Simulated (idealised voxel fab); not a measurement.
Name of the process module below: voxel self aligned vias
FYI the section here is cut, 265 nm wide, cells are 5 nm squares.
In what follows, cross-sections appear as grids of square cells, described through bands that run from the top down, where every band is one or more rows of cells.
Look at the band entry: it leads with the top's height and the bottom's height in nm. Then it lists the materials left to right, with a width in nm for each. The word "throughout" on a single material says that material fills the band edge to edge. The word "empty" is empty space.
Heads up on the height convention: 0 is the point under which the incoming wafer is all one material, and the lowest band has no bottom, it just keeps going down, like "0..down".
With a width like "30..40", each row of cells in the band differs from the next by the same amount, the top row carrying the first number and the bottom row the second.
When a step is marked "left unchanged", none of the cells in the cross-section changed during that step.
You'll see "Entrapped void list" listing empty spaces that have no way open to the top, as long as they're 8 cells or more; the notation is width x height at distance, where the distance is from the left edge, and all of it is in nm.
The remark found on a step's line after its settings is issued by the simulator itself and pertains to that step.
"overlay nm", when on a step's line for a step with a mask, measures how far to the right of its planned place the mask lay; a negative measure means to the left.

-- Process steps (planned)
1 RECEIVE (material Si)
2 CONFORMAL_DEP (material SiO2; thk nm 15)
3 CONFORMAL_DEP (material SiCN; thk nm 5)
4 DIRECTIONAL_DEP (material lowk; thk nm 25)
5 DIRECTIONAL_DEP (material aC; thk nm 10)
6 PATTERN (tone open; mask id LINES; material resist; width nm 30; pitch nm 80; thk nm 30; overlay nm 0)
7 DIRECTIONAL_ETCH (etch materials aC; depth nm 10)
8 STRIP (etch materials resist)
9 DIRECTIONAL_ETCH (etch materials lowk; depth nm 25)
10 STRIP (etch materials aC)
11 CONFORMAL_DEP (material TiN; thk nm 5)
12 FILL_DEP (material Ru; thk nm 10)
13 CMP (height nm 45)
14 SELECTIVE_ETCH (etch materials W Ru TiN; depth nm 10)
15 FILL_DEP (material SiN; thk nm 5)
16 CMP (height nm 45)
17 DIRECTIONAL_DEP (material lowk; thk nm 15)
18 DIRECTIONAL_DEP (material aC; thk nm 10)
19 PATTERN (tone open; mask id VIAS; material resist; width nm 50; pitch nm 160; thk nm 30; overlay nm 0)
20 DIRECTIONAL_ETCH (etch materials aC; depth nm 10)
21 STRIP (etch materials resist)
22 DIRECTIONAL_ETCH (etch materials lowk; depth nm 15)
23 DIRECTIONAL_ETCH (etch materials SiN; depth nm 10)
24 STRIP (etch materials aC)
25 CONFORMAL_DEP (material TiN; thk nm 5)
26 FILL_DEP (material Cu; thk nm 10)
27 CMP (height nm 60)
28 CONFORMAL_DEP (material SiCN; thk nm 5)

-- First out of two wafers; run went to plan

-- Delivered wafer in cross-section: state after step 1
> 0..down | Si throughout
> Entrapped void list: none

-- Upon completion of step 2, the wafer appears in cross-section as shown
> 15..0 | SiO2 throughout
> Under 0: no change, same as before.

-- Upon completion of step 3, the wafer appears in cross-section as shown
> 20..15 | SiCN throughout
> Under 15: no change, same as before.

-- Upon completion of step 4, the wafer appears in cross-section as shown
> 45..20 | lowk throughout
> Under 20: no change, same as before.

-- Upon completion of step 5, the wafer appears in cross-section as shown
> 55..45 | aC throughout
> Under 45: no change, same as before.

-- Upon completion of step 6, the wafer appears in cross-section as shown
> 85..55 | resist: 35; empty: 30; resist: 50; empty: 30; resist: 50; empty: 30; resist: 40
> Under 55: no change, same as before.

-- Upon completion of step 7, the wafer appears in cross-section as shown
> 75..55 | resist: 35; empty: 30; resist: 50; empty: 30; resist: 50; empty: 30; resist: 40
> 55..45 | aC: 35; empty: 30; aC: 50; empty: 30; aC: 50; empty: 30; aC: 40
> Under 45: no change, same as before.

-- Upon completion of step 8, the wafer appears in cross-section as shown
> 55..45 | aC: 35; empty: 30; aC: 50; empty: 30; aC: 50; empty: 30; aC: 40
> Under 45: no change, same as before.

-- Upon completion of step 9, the wafer appears in cross-section as shown
> 55..45 | aC: 35; empty: 30; aC: 50; empty: 30; aC: 50; empty: 30; aC: 40
> 45..20 | lowk: 35; empty: 30; lowk: 50; empty: 30; lowk: 50; empty: 30; lowk: 40
> Under 20: no change, same as before.

-- Upon completion of step 10, the wafer appears in cross-section as shown
> 45..20 | lowk: 35; empty: 30; lowk: 50; empty: 30; lowk: 50; empty: 30; lowk: 40
> Under 20: no change, same as before.

-- Upon completion of step 11, the wafer appears in cross-section as shown
> 50..45 | TiN: 40; empty: 20; TiN: 60; empty: 20; TiN: 60; empty: 20; TiN: 45
> 45..25 | lowk: 35; TiN: 5; empty: 20; TiN: 5; lowk: 50; TiN: 5; empty: 20; TiN: 5; lowk: 50; TiN: 5; empty: 20; TiN: 5; lowk: 40
> 25..20 | lowk: 35; TiN: 30; lowk: 50; TiN: 30; lowk: 50; TiN: 30; lowk: 40
> Under 20: no change, same as before.

-- Upon completion of step 12, the wafer appears in cross-section as shown
> 60..50 | Ru throughout
> 50..45 | TiN: 40; Ru: 20; TiN: 60; Ru: 20; TiN: 60; Ru: 20; TiN: 45
> 45..25 | lowk: 35; TiN: 5; Ru: 20; TiN: 5; lowk: 50; TiN: 5; Ru: 20; TiN: 5; lowk: 50; TiN: 5; Ru: 20; TiN: 5; lowk: 40
> Under 25: no change, same as before.

-- Upon completion of step 13, the wafer appears in cross-section as shown
> 45..25 | lowk: 35; TiN: 5; Ru: 20; TiN: 5; lowk: 50; TiN: 5; Ru: 20; TiN: 5; lowk: 50; TiN: 5; Ru: 20; TiN: 5; lowk: 40
> Under 25: no change, same as before.

-- Upon completion of step 14, the wafer appears in cross-section as shown
> 45..35 | lowk: 35; empty: 30; lowk: 50; empty: 30; lowk: 50; empty: 30; lowk: 40
> Under 35: no change, same as before.

-- Upon completion of step 15, the wafer appears in cross-section as shown
> 50..45 | SiN throughout
> 45..35 | lowk: 35; SiN: 30; lowk: 50; SiN: 30; lowk: 50; SiN: 30; lowk: 40
> Under 35: no change, same as before.

-- Upon completion of step 16, the wafer appears in cross-section as shown
> 45..35 | lowk: 35; SiN: 30; lowk: 50; SiN: 30; lowk: 50; SiN: 30; lowk: 40
> Under 35: no change, same as before.

-- Upon completion of step 17, the wafer appears in cross-section as shown
> 60..45 | lowk throughout
> Under 45: no change, same as before.

-- Upon completion of step 18, the wafer appears in cross-section as shown
> 70..60 | aC throughout
> Under 60: no change, same as before.

-- Upon completion of step 19, the wafer appears in cross-section as shown
> 100..70 | resist: 25; empty: 50; resist: 110; empty: 50; resist: 30
> Under 70: no change, same as before.

-- Upon completion of step 20, the wafer appears in cross-section as shown
> 90..70 | resist: 25; empty: 50; resist: 110; empty: 50; resist: 30
> 70..60 | aC: 25; empty: 50; aC: 110; empty: 50; aC: 30
> Under 60: no change, same as before.

-- Upon completion of step 21, the wafer appears in cross-section as shown
> 70..60 | aC: 25; empty: 50; aC: 110; empty: 50; aC: 30
> Under 60: no change, same as before.

-- Upon completion of step 22, the wafer appears in cross-section as shown
> 70..60 | aC: 25; empty: 50; aC: 110; empty: 50; aC: 30
> 60..45 | lowk: 25; empty: 50; lowk: 110; empty: 50; lowk: 30
> Under 45: no change, same as before.

-- Upon completion of step 23, the wafer appears in cross-section as shown
> 70..60 | aC: 25; empty: 50; aC: 110; empty: 50; aC: 30
> 60..45 | lowk: 25; empty: 50; lowk: 110; empty: 50; lowk: 30
> 45..35 | lowk: 35; empty: 30; lowk: 50; SiN: 30; lowk: 50; empty: 30; lowk: 40
> Under 35: no change, same as before.

-- Upon completion of step 24, the wafer appears in cross-section as shown
> 60..45 | lowk: 25; empty: 50; lowk: 110; empty: 50; lowk: 30
> Under 45: no change, same as before.

-- Upon completion of step 25, the wafer appears in cross-section as shown
> 65..60 | TiN: 30; empty: 40; TiN: 120; empty: 40; TiN: 35
> 60..50 | lowk: 25; TiN: 5; empty: 40; TiN: 5; lowk: 110; TiN: 5; empty: 40; TiN: 5; lowk: 30
> 50..45 | lowk: 25; TiN: 15; empty: 20; TiN: 15; lowk: 110; TiN: 15; empty: 20; TiN: 15; lowk: 30
> 45..40 | lowk: 35; TiN: 5; empty: 20; TiN: 5; lowk: 50; SiN: 30; lowk: 50; TiN: 5; empty: 20; TiN: 5; lowk: 40
> 40..35 | lowk: 35; TiN: 30; lowk: 50; SiN: 30; lowk: 50; TiN: 30; lowk: 40
> Under 35: no change, same as before.

-- Upon completion of step 26, the wafer appears in cross-section as shown
> 75..65 | Cu throughout
> 65..60 | TiN: 30; Cu: 40; TiN: 120; Cu: 40; TiN: 35
> 60..50 | lowk: 25; TiN: 5; Cu: 40; TiN: 5; lowk: 110; TiN: 5; Cu: 40; TiN: 5; lowk: 30
> 50..45 | lowk: 25; TiN: 15; Cu: 20; TiN: 15; lowk: 110; TiN: 15; Cu: 20; TiN: 15; lowk: 30
> 45..40 | lowk: 35; TiN: 5; Cu: 20; TiN: 5; lowk: 50; SiN: 30; lowk: 50; TiN: 5; Cu: 20; TiN: 5; lowk: 40
> Under 40: no change, same as before.

-- Upon completion of step 27, the wafer appears in cross-section as shown
> 60..50 | lowk: 25; TiN: 5; Cu: 40; TiN: 5; lowk: 110; TiN: 5; Cu: 40; TiN: 5; lowk: 30
> Under 50: no change, same as before.

-- Upon completion of step 28, the wafer appears in cross-section as shown
> 65..60 | SiCN throughout
> Under 60: no change, same as before.

-- Now the other wafer: same start, same recipe, but we messed up one thing when running it. Up to and including step 11 it's the same as the first one

-- Cross-section of the second wafer at the time step 12 of the plan should have ended
> 60..50 | SiN throughout
> 50..45 | TiN: 40; SiN: 20; TiN: 60; SiN: 20; TiN: 60; SiN: 20; TiN: 45
> 45..25 | lowk: 35; TiN: 5; SiN: 20; TiN: 5; lowk: 50; TiN: 5; SiN: 20; TiN: 5; lowk: 50; TiN: 5; SiN: 20; TiN: 5; lowk: 40
> Under 25: no change, same as before.

-- Cross-section of the second wafer at the time step 13 of the plan should have ended
> 45..25 | lowk: 35; TiN: 5; SiN: 20; TiN: 5; lowk: 50; TiN: 5; SiN: 20; TiN: 5; lowk: 50; TiN: 5; SiN: 20; TiN: 5; lowk: 40
> Under 25: no change, same as before.

-- Cross-section of the second wafer at the time step 14 of the plan should have ended
> 45..35 | lowk: 35; empty: 5; SiN: 20; empty: 5; lowk: 50; empty: 5; SiN: 20; empty: 5; lowk: 50; empty: 5; SiN: 20; empty: 5; lowk: 40
> Under 35: no change, same as before.

-- Cross-section of the second wafer at the time step 15 of the plan should have ended
> 50..45 | SiN throughout
> 45..35 | lowk: 35; SiN: 30; lowk: 50; SiN: 30; lowk: 50; SiN: 30; lowk: 40
> Under 35: no change, same as before.

-- Cross-section of the second wafer at the time step 16 of the plan should have ended
> 45..35 | lowk: 35; SiN: 30; lowk: 50; SiN: 30; lowk: 50; SiN: 30; lowk: 40
> Under 35: no change, same as before.

-- Cross-section of the second wafer at the time step 17 of the plan should have ended
> 60..45 | lowk throughout
> Under 45: no change, same as before.

-- Cross-section of the second wafer at the time step 18 of the plan should have ended
> 70..60 | aC throughout
> Under 60: no change, same as before.

-- Cross-section of the second wafer at the time step 19 of the plan should have ended
> 100..70 | resist: 25; empty: 50; resist: 110; empty: 50; resist: 30
> Under 70: no change, same as before.

-- Cross-section of the second wafer at the time step 20 of the plan should have ended
> 90..70 | resist: 25; empty: 50; resist: 110; empty: 50; resist: 30
> 70..60 | aC: 25; empty: 50; aC: 110; empty: 50; aC: 30
> Under 60: no change, same as before.

-- Cross-section of the second wafer at the time step 21 of the plan should have ended
> 70..60 | aC: 25; empty: 50; aC: 110; empty: 50; aC: 30
> Under 60: no change, same as before.

-- Cross-section of the second wafer at the time step 22 of the plan should have ended
> 70..60 | aC: 25; empty: 50; aC: 110; empty: 50; aC: 30
> 60..45 | lowk: 25; empty: 50; lowk: 110; empty: 50; lowk: 30
> Under 45: no change, same as before.

-- Cross-section of the second wafer at the time step 23 of the plan should have ended
> 70..60 | aC: 25; empty: 50; aC: 110; empty: 50; aC: 30
> 60..45 | lowk: 25; empty: 50; lowk: 110; empty: 50; lowk: 30
> 45..35 | lowk: 35; empty: 30; lowk: 50; SiN: 30; lowk: 50; empty: 30; lowk: 40
> Under 35: no change, same as before.

-- Cross-section of the second wafer at the time step 24 of the plan should have ended
> 60..45 | lowk: 25; empty: 50; lowk: 110; empty: 50; lowk: 30
> Under 45: no change, same as before.

-- Cross-section of the second wafer at the time step 25 of the plan should have ended
> 65..60 | TiN: 30; empty: 40; TiN: 120; empty: 40; TiN: 35
> 60..50 | lowk: 25; TiN: 5; empty: 40; TiN: 5; lowk: 110; TiN: 5; empty: 40; TiN: 5; lowk: 30
> 50..45 | lowk: 25; TiN: 15; empty: 20; TiN: 15; lowk: 110; TiN: 15; empty: 20; TiN: 15; lowk: 30
> 45..40 | lowk: 35; TiN: 5; empty: 20; TiN: 5; lowk: 50; SiN: 30; lowk: 50; TiN: 5; empty: 20; TiN: 5; lowk: 40
> 40..35 | lowk: 35; TiN: 30; lowk: 50; SiN: 30; lowk: 50; TiN: 30; lowk: 40
> Under 35: no change, same as before.

-- Cross-section of the second wafer at the time step 26 of the plan should have ended
> 75..65 | Cu throughout
> 65..60 | TiN: 30; Cu: 40; TiN: 120; Cu: 40; TiN: 35
> 60..50 | lowk: 25; TiN: 5; Cu: 40; TiN: 5; lowk: 110; TiN: 5; Cu: 40; TiN: 5; lowk: 30
> 50..45 | lowk: 25; TiN: 15; Cu: 20; TiN: 15; lowk: 110; TiN: 15; Cu: 20; TiN: 15; lowk: 30
> 45..40 | lowk: 35; TiN: 5; Cu: 20; TiN: 5; lowk: 50; SiN: 30; lowk: 50; TiN: 5; Cu: 20; TiN: 5; lowk: 40
> Under 40: no change, same as before.

-- Cross-section of the second wafer at the time step 27 of the plan should have ended
> 60..50 | lowk: 25; TiN: 5; Cu: 40; TiN: 5; lowk: 110; TiN: 5; Cu: 40; TiN: 5; lowk: 30
> Under 50: no change, same as before.

-- Cross-section of the second wafer at the time step 28 of the plan should have ended
> 65..60 | SiCN throughout
> Under 60: no change, same as before.
Against the plan, the run slipped here: step 12 was run on a setting that differed from the plan, and what really ran there is FILL_DEP (material SiN; thk nm 10)
At the finish, the second wafer shows more or fewer cells for some materials than the first does: 24 fewer of Ru; 24 more of SiN
